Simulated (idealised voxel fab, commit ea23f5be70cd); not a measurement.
The name of this process module is voxel self aligned vias.
Section cut is 190 nm wide and gridded with 5 nm square cells.
Bands, listed from the top down, are how a cross-section gets written in this document; the cross-section itself is a grid of square cells, and a band is one or more rows of them. A band entry consists of two parts. The first gives the height of the band's top and the height of its bottom, in nm. The rest lists the band's materials from left to right, each with its width in nm. A single material labelled with the word "all across" fills the band from edge to edge, and the word "blank" marks empty space. Measure heights from 0. That's the level where, below it, the as-received wafer is all one material. The lowest band is bottomless and extends downward; write it as in "0 down". When a width is written as two numbers, as in "30->40", the first number is the width in the top row of cells of the band and the second is the width in its bottom row, and the width changes by the same amount from each row to the next. No cell of the cross-section changed in a step that is given as "remains unaltered". So "Trapped cavities" is basically the list of trapped voids: any empty space of 8 cells or more that can't reach the top through an opening. They're written width x height at distance, the distance being from the left edge, and it's all nm. Where a step's line continues beyond its settings, the continuation is a remark by the simulator itself on that step. The optional step-line setting "overlay nm" applies to steps with a mask and quantifies how far to the right of its planned location the mask lay, a negative value indicating leftward placement.

### Steps in the process plan
1. RECEIVE, material Si
2. CONFORMAL_DEP, material SiO2, thk nm 10
3. CONFORMAL_DEP, material SiCN, thk nm 5
4. DIRECTIONAL_DEP, material lowk, thk nm 30
5. DIRECTIONAL_DEP, material aC, thk nm 10
6. PATTERN, tone open, mask id LINES, material resist, width nm 30, pitch nm 80, thk nm 25, overlay nm 0
7. DIRECTIONAL_ETCH, etch materials aC, depth nm 10
8. STRIP, etch materials resist
9. DIRECTIONAL_ETCH, etch materials lowk, depth nm 30
10. STRIP, etch materials aC
11. CONFORMAL_DEP, material TiN, thk nm 5
12. FILL_DEP, material Ru, thk nm 5
13. CMP, height nm 45
14. SELECTIVE_ETCH, etch materials W Ru TiN, depth nm 10
15. FILL_DEP, material SiN, thk nm 5
16. CMP, height nm 45
17. DIRECTIONAL_DEP, material lowk, thk nm 20
18. DIRECTIONAL_DEP, material aC, thk nm 10
19. PATTERN, tone open, mask id VIAS, material resist, width nm 50, pitch nm 80, thk nm 25, overlay nm 0
20. DIRECTIONAL_ETCH, etch materials aC, depth nm 10
21. STRIP, etch materials resist
22. DIRECTIONAL_ETCH, etch materials lowk, depth nm 20
23. DIRECTIONAL_ETCH, etch materials SiN, depth nm 10
24. STRIP, etch materials aC
25. CONFORMAL_DEP, material TiN, thk nm 5
26. FILL_DEP, material W, thk nm 5
27. CMP, height nm 65
28. CONFORMAL_DEP, material SiCN, thk nm 5

### The cross-section here shows the wafer as received, i.e. in its state after step 1
0 down: Si all across
Trapped cavities: none

### End-of-module XS, first of two wafers, run as planned
70 to 65: SiCN all across
65 to 50: lowk: 30 / TiN: 5 / W: 40 / TiN: 5 / lowk: 30 / TiN: 5 / W: 40 / TiN: 5 / lowk: 30
50 to 40: lowk: 30->40 / TiN: 15->5 / W: 20 / TiN: 15->5 / lowk: 30->50 / TiN: 15->5 / W: 20 / TiN: 15->5 / lowk: 30->40
40 to 35: lowk: 40 / TiN: 30 / lowk: 50 / TiN: 30 / lowk: 40
35 to 20: lowk: 40 / TiN: 5 / Ru: 20 / TiN: 5 / lowk: 50 / TiN: 5 / Ru: 20 / TiN: 5 / lowk: 40
20 to 15: lowk: 40 / TiN: 30 / lowk: 50 / TiN: 30 / lowk: 40
15 to 10: SiCN all across
10 to 0: SiO2 all across
0 down: Si all across
Trapped cavities: none

### Second wafer of the two, sectioned at the end of the module. It began like the first and followed the same plan, but one mistake was made while running it
70 to 65: SiCN all across
65 to 50: lowk: 30 / TiN: 5 / W: 40 / TiN: 5 / lowk: 30 / TiN: 5 / W: 40 / TiN: 5 / lowk: 30
50 to 40: lowk: 30->45 / TiN: 20->5 / W: 20 / TiN: 10->5 / lowk: 30->50 / TiN: 20->5 / W: 20 / TiN: 10->5 / lowk: 30->35
40 to 35: lowk: 45 / TiN: 30 / lowk: 50 / TiN: 30 / lowk: 35
35 to 20: lowk: 45 / TiN: 5 / Ru: 20 / TiN: 5 / lowk: 50 / TiN: 5 / Ru: 20 / TiN: 5 / lowk: 35
20 to 15: lowk: 45 / TiN: 30 / lowk: 50 / TiN: 30 / lowk: 35
15 to 10: SiCN all across
10 to 0: SiO2 all across
0 down: Si all across
Trapped cavities: none
Diagnosis: step 6 ran with different settings than intended, the actual operation and settings being PATTERN, tone open, mask id LINES, material resist, width nm 30, pitch nm 80, thk nm 25, overlay nm 5
In the final comparison it is observed that the number of cells assigned to each material is identical for the two wafers, whereas their placement is not.
